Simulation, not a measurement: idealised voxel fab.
process module | voxel capacitor over wiring
cross-section cut | 245 nm wide | cells 5 nm
A cross-section is a grid of square cells, given in bands from the top down. A band is one or more rows of cells.
Each band's line starts with the height of the band's top and of its bottom, in nm. Then come its materials from left to right, each with its width in nm. One material with "throughout" fills the band from edge to edge. "air" is empty space.
Height 0 is the level under which the wafer as received is all one material. The lowest band goes on downwards, as in "0 down".
A width such as "30 to 40" changes by the same amount from each row of cells to the next, from the band's top row to its bottom row.
"no change" after a step means that no cell of the cross-section changed.
closed voids: empty space of 8 cells or more with no open way to the top, each as width x height at its distance from the left edge, in nm
after a step's settings: what the simulator itself notes on the step
overlay nm, on a step with a mask: how far to the right of its planned place the mask lay; to the left if negative
plan
1 op RECEIVE | material Si
2 op CONFORMAL_DEP | material SiO2 | thk nm 15
3 op DIRECTIONAL_DEP | material TiN | thk nm 5
4 op DIRECTIONAL_DEP | material W | thk nm 25
5 op DIRECTIONAL_DEP | material aC | thk nm 10
6 op PATTERN | tone cover | mask id METAL_1 | material resist | width nm 25 | pitch nm 80 | thk nm 30 | overlay nm 0
7 op DIRECTIONAL_ETCH | etch materials aC | depth nm 10
8 op STRIP | etch materials resist
9 op DIRECTIONAL_ETCH | etch materials W | depth nm 25
10 op DIRECTIONAL_ETCH | etch materials TiN | depth nm 5
11 op STRIP | etch materials aC
12 op CONFORMAL_DEP | material SiCN | thk nm 5
13 op FILL_DEP | material lowk | thk nm 10
14 op CMP | height nm 45
15 op CONFORMAL_DEP | material SiCN | thk nm 5
16 op DIRECTIONAL_DEP | material lowk | thk nm 10
17 op DIRECTIONAL_DEP | material aC | thk nm 10
18 op PATTERN | tone open | mask id PLUG_1 | material resist | width nm 15 | thk nm 30 | overlay nm 0
19 op DIRECTIONAL_ETCH | etch materials aC | depth nm 10
20 op STRIP | etch materials resist
21 op DIRECTIONAL_ETCH | etch materials lowk | depth nm 10
22 op DIRECTIONAL_ETCH | etch materials SiCN | depth nm 5
23 op STRIP | etch materials aC
24 op CONFORMAL_DEP | material TiN | thk nm 5
25 op FILL_DEP | material Cu | thk nm 5
26 op CMP | height nm 60
27 op DIRECTIONAL_DEP | material TiN | thk nm 5
28 op DIRECTIONAL_DEP | material SiN | thk nm 5
29 op DIRECTIONAL_DEP | material TiN | thk nm 5
30 op DIRECTIONAL_DEP | material aC | thk nm 10
31 op PATTERN | tone cover | mask id UPPER_PLATE | material resist | width nm 60 | thk nm 30 | overlay nm 0
32 op DIRECTIONAL_ETCH | etch materials aC | depth nm 10
33 op STRIP | etch materials resist
34 op DIRECTIONAL_ETCH | etch materials TiN | depth nm 5
35 op DIRECTIONAL_ETCH | etch materials SiN | depth nm 5
36 op STRIP | etch materials aC
37 op PATTERN | tone cover | mask id LOWER_PLATE | material resist | width nm 70 | thk nm 20 | overlay nm 0
38 op DIRECTIONAL_ETCH | etch materials TiN | depth nm 5
39 op STRIP | etch materials resist
40 op FILL_DEP | material SiO2 | thk nm 20
41 op CMP | height nm 90
42 op MASKED_ETCH | tone open | mask id PLUG_2 | width nm 15 | etch materials SiO2 | depth nm 15 | overlay nm 0
43 op CONFORMAL_DEP | material TiN | thk nm 5
44 op FILL_DEP | material Cu | thk nm 10
45 op CMP | height nm 90
46 op CONFORMAL_DEP | material SiN | thk nm 5
first wafer, as planned
as received, after step 1
  0 down: Si throughout
  closed voids: none
after step 2
  15 to 0: SiO2 throughout
  below 0: unchanged
after step 3
  20 to 15: TiN throughout
  below 15: unchanged
after step 4
  45 to 20: W throughout
  below 20: unchanged
after step 5
  55 to 45: aC throughout
  below 45: unchanged
after step 6
  85 to 55: air 70 | resist 25 | air 55 | resist 25 | air 70
  below 55: unchanged
after step 7
  75 to 55: air 70 | resist 25 | air 55 | resist 25 | air 70
  55 to 45: air 70 | aC 25 | air 55 | aC 25 | air 70
  below 45: unchanged
after step 8
  55 to 45: air 70 | aC 25 | air 55 | aC 25 | air 70
  below 45: unchanged
after step 9
  55 to 45: air 70 | aC 25 | air 55 | aC 25 | air 70
  45 to 20: air 70 | W 25 | air 55 | W 25 | air 70
  below 20: unchanged
after step 10
  55 to 45: air 70 | aC 25 | air 55 | aC 25 | air 70
  45 to 20: air 70 | W 25 | air 55 | W 25 | air 70
  20 to 15: air 70 | TiN 25 | air 55 | TiN 25 | air 70
  below 15: unchanged
after step 11
  45 to 20: air 70 | W 25 | air 55 | W 25 | air 70
  below 20: unchanged
after step 12
  50 to 45: air 65 | SiCN 35 | air 45 | SiCN 35 | air 65
  45 to 20: air 65 | SiCN 5 | W 25 | SiCN 5 | air 45 | SiCN 5 | W 25 | SiCN 5 | air 65
  20 to 15: SiCN 70 | TiN 25 | SiCN 55 | TiN 25 | SiCN 70
  below 15: unchanged
after step 13
  60 to 50: lowk throughout
  50 to 45: lowk 65 | SiCN 35 | lowk 45 | SiCN 35 | lowk 65
  45 to 20: lowk 65 | SiCN 5 | W 25 | SiCN 5 | lowk 45 | SiCN 5 | W 25 | SiCN 5 | lowk 65
  below 20: unchanged
after step 14
  45 to 20: lowk 65 | SiCN 5 | W 25 | SiCN 5 | lowk 45 | SiCN 5 | W 25 | SiCN 5 | lowk 65
  below 20: unchanged
after step 15
  50 to 45: SiCN throughout
  below 45: unchanged
after step 16
  60 to 50: lowk throughout
  below 50: unchanged
after step 17
  70 to 60: aC throughout
  below 60: unchanged
after step 18
  100 to 70: resist 80 | air 15 | resist 150
  below 70: unchanged
after step 19
  90 to 70: resist 80 | air 15 | resist 150
  70 to 60: aC 80 | air 15 | aC 150
  below 60: unchanged
after step 20
  70 to 60: aC 80 | air 15 | aC 150
  below 60: unchanged
after step 21
  70 to 60: aC 80 | air 15 | aC 150
  60 to 50: lowk 80 | air 15 | lowk 150
  below 50: unchanged
after step 22
  70 to 60: aC 80 | air 15 | aC 150
  60 to 50: lowk 80 | air 15 | lowk 150
  50 to 45: SiCN 80 | air 15 | SiCN 150
  below 45: unchanged
after step 23
  60 to 50: lowk 80 | air 15 | lowk 150
  below 50: unchanged
after step 24
  65 to 60: TiN 85 | air 5 | TiN 155
  60 to 50: lowk 80 | TiN 5 | air 5 | TiN 5 | lowk 150
  50 to 45: SiCN 80 | TiN 15 | SiCN 150
  below 45: unchanged
after step 25
  70 to 65: Cu throughout
  65 to 60: TiN 85 | Cu 5 | TiN 155
  60 to 50: lowk 80 | TiN 5 | Cu 5 | TiN 5 | lowk 150
  below 50: unchanged
after step 26
  60 to 50: lowk 80 | TiN 5 | Cu 5 | TiN 5 | lowk 150
  below 50: unchanged
after step 27
  65 to 60: TiN throughout
  below 60: unchanged
after step 28
  70 to 65: SiN throughout
  below 65: unchanged
after step 29
  75 to 70: TiN throughout
  below 70: unchanged
after step 30
  85 to 75: aC throughout
  below 75: unchanged
after step 31
  115 to 85: air 80 | resist 60 | air 105
  below 85: unchanged
after step 32
  105 to 85: air 80 | resist 60 | air 105
  85 to 75: air 80 | aC 60 | air 105
  below 75: unchanged
after step 33
  85 to 75: air 80 | aC 60 | air 105
  below 75: unchanged
after step 34
  85 to 75: air 80 | aC 60 | air 105
  75 to 70: air 80 | TiN 60 | air 105
  below 70: unchanged
after step 35
  85 to 75: air 80 | aC 60 | air 105
  75 to 70: air 80 | TiN 60 | air 105
  70 to 65: air 80 | SiN 60 | air 105
  below 65: unchanged
after step 36
  75 to 70: air 80 | TiN 60 | air 105
  below 70: unchanged
after step 37
  95 to 75: air 75 | resist 70 | air 100
  75 to 70: air 75 | resist 5 | TiN 60 | resist 5 | air 100
  70 to 65: air 75 | resist 5 | SiN 60 | resist 5 | air 100
  below 65: unchanged
after step 38
  95 to 75: air 75 | resist 70 | air 100
  75 to 70: air 75 | resist 5 | TiN 60 | resist 5 | air 100
  70 to 65: air 75 | resist 5 | SiN 60 | resist 5 | air 100
  65 to 60: air 75 | TiN 70 | air 100
  below 60: unchanged
after step 39
  75 to 70: air 80 | TiN 60 | air 105
  70 to 65: air 80 | SiN 60 | air 105
  below 65: unchanged
after step 40
  95 to 75: SiO2 throughout
  75 to 70: SiO2 80 | TiN 60 | SiO2 105
  70 to 65: SiO2 80 | SiN 60 | SiO2 105
  65 to 60: SiO2 75 | TiN 70 | SiO2 100
  below 60: unchanged
after step 41
  90 to 75: SiO2 throughout
  below 75: unchanged
after step 42
  90 to 75: SiO2 90 | air 15 | SiO2 140
  below 75: unchanged
after step 43
  95 to 90: TiN 95 | air 5 | TiN 145
  90 to 80: SiO2 90 | TiN 5 | air 5 | TiN 5 | SiO2 140
  80 to 70: SiO2 90 to 80 | TiN 15 to 60 | SiO2 140 to 105
  below 70: unchanged
after step 44
  105 to 95: Cu throughout
  95 to 90: TiN 95 | Cu 5 | TiN 145
  90 to 80: SiO2 90 | TiN 5 | Cu 5 | TiN 5 | SiO2 140
  below 80: unchanged
after step 45
  90 to 80: SiO2 90 | TiN 5 | Cu 5 | TiN 5 | SiO2 140
  below 80: unchanged
after step 46
  95 to 90: SiN throughout
  below 90: unchanged
second wafer: like start, like plan, one mistake. Through step 28 it matches the first wafer
when step 29 should have ended
  75 to 70: W throughout
  below 70: unchanged
when step 30 should have ended
  85 to 75: aC throughout
  below 75: unchanged
when step 31 should have ended
  115 to 85: air 80 | resist 60 | air 105
  below 85: unchanged
when step 32 should have ended
  105 to 85: air 80 | resist 60 | air 105
  85 to 75: air 80 | aC 60 | air 105
  below 75: unchanged
when step 33 should have ended
  85 to 75: air 80 | aC 60 | air 105
  below 75: unchanged
when step 34 should have ended: no change
when step 35 should have ended: no change
when step 36 should have ended
  75 to 70: W throughout
  below 70: unchanged
when step 37 should have ended
  95 to 75: air 75 | resist 70 | air 100
  below 75: unchanged
when step 38 should have ended: no change
when step 39 should have ended
  75 to 70: W throughout
  below 70: unchanged
when step 40 should have ended
  95 to 75: SiO2 throughout
  below 75: unchanged
when step 41 should have ended
  90 to 75: SiO2 throughout
  below 75: unchanged
when step 42 should have ended
  90 to 75: SiO2 90 | air 15 | SiO2 140
  below 75: unchanged
when step 43 should have ended
  95 to 90: TiN 95 | air 5 | TiN 145
  90 to 80: SiO2 90 | TiN 5 | air 5 | TiN 5 | SiO2 140
  80 to 75: SiO2 90 | TiN 15 | SiO2 140
  below 75: unchanged
when step 44 should have ended
  105 to 95: Cu throughout
  95 to 90: TiN 95 | Cu 5 | TiN 145
  90 to 80: SiO2 90 | TiN 5 | Cu 5 | TiN 5 | SiO2 140
  below 80: unchanged
when step 45 should have ended
  90 to 80: SiO2 90 | TiN 5 | Cu 5 | TiN 5 | SiO2 140
  below 80: unchanged
when step 46 should have ended
  95 to 90: SiN throughout
  below 90: unchanged
what went wrong: step 29 ran as: op DIRECTIONAL_DEP | material W | thk nm 5
at the end the second wafer has, in cells: 37 more of SiN | 109 fewer of SiO2 | 23 more of TiN | 49 more of W
